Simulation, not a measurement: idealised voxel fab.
You're looking at the process module voxel tone inversion.
For reference, the cross-section in this document is cut, with width 145 nm and square cells of 5 nm.
Reading order for cross-sections: top band down to bottom band. Underlying form: a grid of square cells. Band size: one or more rows of cells.
Basically the band line says how high the top is and how high the bottom is, in nm, and then what's in it from left to right, every material with its width in nm. Empty space shows up as "air", and if a single material carries "everywhere" it runs the full band edge to edge.
We count height from 0. Below that, the starting wafer is all one material. The lowest band never ends at the bottom but goes on down; see "0 -> down" for how that is written.
Note: "30..40" means the width goes from the first number (top row of the band) to the second number (bottom row) in equal steps per row of cells.
Step marked "identical to before"? Then no cell in the cross-section changed in it.
"Closed void list" contains a list of empty spaces, each no smaller than 8 cells and without an open way to the top, written in the form width x height at distance with the distance from the left edge and all three in nm.
Formally, on a step line, whatever follows the settings is a remark that the simulator itself makes on the step.
overlay nm: for a step with a mask, the amount by which the mask lay right of where it was planned; a negative amount means left of it.
These are the steps we planned for the process:
1) RECEIVE, material Si
2) CONFORMAL_DEP, material SiCN, thk nm 10
3) DIRECTIONAL_DEP, material aC, thk nm 25
4) PATTERN, tone cover, mask id POSTS, material resist, width nm 25, pitch nm 40, thk nm 30, overlay nm 0
5) DIRECTIONAL_ETCH, etch materials aC, depth nm 25
6) STRIP, etch materials resist
7) FILL_DEP, material SiO2, thk nm 5
8) CMP, height nm 35
9) STRIP, etch materials aC
10) CONFORMAL_DEP, material TiN, thk nm 5
11) FILL_DEP, material Ru, thk nm 5
12) CMP, height nm 35
13) CONFORMAL_DEP, material SiCN, thk nm 5
as received, after step 1:
- 0 -> down | Si everywhere
- Closed void list: none
The first of two wafers, cross-sectioned at the end of the module, with the run proceeding as planned:
- 40 -> 35 | SiCN everywhere
- 35 -> 15 | SiO2 (40) | TiN (5) | Ru (15) | TiN (5) | SiO2 (15) | TiN (5) | Ru (15) | TiN (5) | SiO2 (40)
- 15 -> 10 | SiO2 (40) | TiN (25) | SiO2 (15) | TiN (25) | SiO2 (40)
- 10 -> 0 | SiCN everywhere
- 0 -> down | Si everywhere
- Closed void list: none
Cross-section at end of module for the second wafer of two, which matched the first in starting point and plan and differed by one mistake in its processing:
- 40 -> 35 | SiCN everywhere
- 35 -> 15 | SiO2 (45) | TiN (5) | Ru (5) | TiN (5) | SiO2 (25) | TiN (5) | Ru (5) | TiN (5) | SiO2 (45)
- 15 -> 10 | SiO2 (45) | TiN (15) | SiO2 (25) | TiN (15) | SiO2 (45)
- 10 -> 0 | SiCN everywhere
- 0 -> down | Si everywhere
- Closed void list: none
Processing error: the process deviated at step 4: the operation and settings actually run there were PATTERN, tone cover, mask id POSTS, material resist, width nm 15, pitch nm 40, thk nm 30, overlay nm 0
The closing comparison, in cells, has the second wafer with more or fewer of some materials than the first: -16 Ru; +20 SiO2; -4 TiN
